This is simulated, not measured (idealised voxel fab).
process module | voxel wiring stack
cross-section cut | 220 nm wide | cells 5 nm
A cross-section is a grid of square cells, given in bands from the top down. A band is one or more rows of cells.
Each band's line starts with the height of the band's top and of its bottom, in nm. Then come its materials from left to right, each with its width in nm. One material with "throughout" fills the band from edge to edge. "air" is empty space.
Height 0 is the level under which the wafer as received is all one material. The lowest band goes on downwards, as in "0 down".
A width such as "30 to 40" changes by the same amount from each row of cells to the next, from the band's top row to its bottom row.
"no change" after a step means that no cell of the cross-section changed.
closed voids: empty space of 8 cells or more with no open way to the top, each as width x height at its distance from the left edge, in nm
after a step's settings: what the simulator itself notes on the step
overlay nm, on a step with a mask: how far to the right of its planned place the mask lay; to the left if negative
plan
1 op RECEIVE | material Si
2 op CONFORMAL_DEP | material SiO2 | thk nm 15
3 op CONFORMAL_DEP | material SiN | thk nm 5
4 op DIRECTIONAL_DEP | material SiO2 | thk nm 25
5 op DIRECTIONAL_DEP | material aC | thk nm 15
6 op PATTERN | tone open | mask id METAL_1 | material resist | width nm 20 | pitch nm 45 | thk nm 35 | overlay nm 0
7 op DIRECTIONAL_ETCH | etch materials aC | depth nm 15
8 op STRIP | etch materials resist
9 op DIRECTIONAL_ETCH | etch materials SiO2 | depth nm 25
10 op DIRECTIONAL_ETCH | etch materials SiN | depth nm 5
11 op STRIP | etch materials aC
12 op CONFORMAL_DEP | material TiN | thk nm 5
13 op FILL_DEP | material Ru | thk nm 10
14 op CMP | height nm 45
15 op EPI | material Ru | thk nm 5
16 op FILL_DEP | material SiCN | thk nm 5
17 op DIRECTIONAL_DEP | material lowk | thk nm 10
18 op PATTERN | tone open | mask id PLUG_1 | material resist | width nm 15 | pitch nm 90 | thk nm 15 | overlay nm 0
19 op DIRECTIONAL_ETCH | etch materials lowk | depth nm 10
20 op DIRECTIONAL_ETCH | etch materials SiCN | depth nm 5
21 op STRIP | etch materials resist
22 op EPI | material Ru | thk nm 10
23 op EPI | material Ru | thk nm 5
24 op DIRECTIONAL_DEP | material TiN | thk nm 5
25 op DIRECTIONAL_DEP | material Ru | thk nm 20
26 op DIRECTIONAL_DEP | material aC | thk nm 10
27 op PATTERN | tone cover | mask id METAL_2 | material resist | width nm 20 | pitch nm 45 | thk nm 30 | overlay nm 0
28 op DIRECTIONAL_ETCH | etch materials aC | depth nm 10
29 op STRIP | etch materials resist
30 op DIRECTIONAL_ETCH | etch materials Ru | depth nm 20
31 op DIRECTIONAL_ETCH | etch materials TiN | depth nm 5
32 op STRIP | etch materials aC
33 op CONFORMAL_DEP | material SiN | thk nm 5
34 op FILL_DEP | material lowk | thk nm 10
35 op CMP | height nm 90
36 op CONFORMAL_DEP | material SiCN | thk nm 5
37 op DIRECTIONAL_DEP | material SiO2 | thk nm 10
38 op PATTERN | tone open | mask id PLUG_2 | material resist | width nm 15 | pitch nm 90 | thk nm 20 | overlay nm 0
39 op DIRECTIONAL_ETCH | etch materials SiO2 | depth nm 10
40 op DIRECTIONAL_ETCH | etch materials SiCN | depth nm 5
41 op STRIP | etch materials resist
42 op EPI | material Ru | thk nm 10
43 op EPI | material Ru | thk nm 5
44 op CONFORMAL_DEP | material SiCN | thk nm 5
45 op DIRECTIONAL_DEP | material lowk | thk nm 25
46 op MASKED_ETCH | tone open | mask id METAL_3 | width nm 20 | pitch nm 45 | etch materials lowk | depth nm 25 | overlay nm 0
47 op MASKED_ETCH | tone open | mask id METAL_3 | width nm 20 | pitch nm 45 | etch materials SiCN | depth nm 5 | overlay nm 0
48 op CONFORMAL_DEP | material TiN | thk nm 5
49 op FILL_DEP | material Ru | thk nm 5
50 op CMP | height nm 135
51 op CONFORMAL_DEP | material SiCN | thk nm 5
as received, after step 1
  0 down: Si throughout
  closed voids: none
first wafer at the end, as planned
  140 to 135: SiCN throughout
  135 to 110: lowk 30 | TiN 5 | Ru 10 | TiN 5 | lowk 25 | TiN 5 | Ru 10 | TiN 5 | lowk 25 | TiN 5 | Ru 10 | TiN 5 | lowk 25 | TiN 5 | Ru 10 | TiN 5 | lowk 35
  110 to 105: SiCN 30 | TiN 20 | SiCN 25 | TiN 20 | SiCN 25 | TiN 20 | SiCN 25 | TiN 20 | SiCN 35
  105 to 95: SiO2 30 | Ru 15 | SiO2 75 | Ru 15 | SiO2 85
  95 to 90: SiCN 30 | Ru 15 | SiCN 75 | Ru 15 | SiCN 85
  90 to 70: lowk 25 | SiN 5 | Ru 20 | SiN 5 | lowk 15 | SiN 5 | Ru 20 | SiN 5 | lowk 15 | SiN 5 | Ru 20 | SiN 5 | lowk 15 | SiN 5 | Ru 20 | SiN 5 | lowk 30
  70 to 65: SiN 30 | TiN 20 | SiN 25 | TiN 20 | SiN 25 | TiN 20 | SiN 25 | TiN 20 | SiN 35
  65 to 55: lowk 30 | Ru 15 | lowk 75 | Ru 15 | lowk 85
  55 to 50: SiCN 30 | Ru 15 | SiCN 75 | Ru 15 | SiCN 85
  50 to 45: SiCN 25 | Ru 30 | SiCN 15 | Ru 30 | SiCN 15 | Ru 30 | SiCN 15 | Ru 30 | SiCN 30
  45 to 20: SiO2 30 | TiN 5 | Ru 10 | TiN 5 | SiO2 25 | TiN 5 | Ru 10 | TiN 5 | SiO2 25 | TiN 5 | Ru 10 | TiN 5 | SiO2 25 | TiN 5 | Ru 10 | TiN 5 | SiO2 35
  20 to 15: SiN 30 | TiN 20 | SiN 25 | TiN 20 | SiN 25 | TiN 20 | SiN 25 | TiN 20 | SiN 35
  15 to 0: SiO2 throughout
  0 down: Si throughout
  closed voids: none
second wafer at the end: like start, like plan, one mistake
  140 to 135: SiCN throughout
  135 to 110: lowk 30 | TiN 5 | Ru 10 | TiN 5 | lowk 25 | TiN 5 | Ru 10 | TiN 5 | lowk 25 | TiN 5 | Ru 10 | TiN 5 | lowk 25 | TiN 5 | Ru 10 | TiN 5 | lowk 35
  110 to 105: SiCN 30 | TiN 20 | SiCN 25 | TiN 20 | SiCN 25 | TiN 20 | SiCN 25 | TiN 20 | SiCN 35
  105 to 95: SiO2 30 | Ru 15 | SiO2 75 | Ru 15 | SiO2 85
  95 to 90: SiCN 30 | Ru 15 | SiCN 75 | Ru 15 | SiCN 85
  90 to 70: lowk 25 | SiN 5 | Ru 20 | SiN 5 | lowk 15 | SiN 5 | Ru 20 | SiN 5 | lowk 15 | SiN 5 | Ru 20 | SiN 5 | lowk 15 | SiN 5 | Ru 20 | SiN 5 | lowk 30
  70 to 65: lowk 5 | SiN 25 | TiN 20 | SiN 25 | TiN 20 | SiN 25 | TiN 20 | SiN 25 | TiN 20 | SiN 25 | lowk 10
  65 to 55: lowk 5 | SiN 5 | Ru 195 | SiN 5 | lowk 10
  55 to 50: SiN 10 | Ru 195 | SiN 15
  50 to 45: SiCN 25 | Ru 30 | SiCN 15 | Ru 30 | SiCN 15 | Ru 30 | SiCN 15 | Ru 30 | SiCN 30
  45 to 20: SiO2 30 | TiN 5 | Ru 10 | TiN 5 | SiO2 25 | TiN 5 | Ru 10 | TiN 5 | SiO2 25 | TiN 5 | Ru 10 | TiN 5 | SiO2 25 | TiN 5 | Ru 10 | TiN 5 | SiO2 35
  20 to 15: SiN 30 | TiN 20 | SiN 25 | TiN 20 | SiN 25 | TiN 20 | SiN 25 | TiN 20 | SiN 35
  15 to 0: SiO2 throughout
  0 down: Si throughout
  closed voids: none
what went wrong: step 18 was left out
at the end the second wafer has, in cells: 99 more of Ru | 38 fewer of SiCN | 6 more of SiN | 67 fewer of lowk
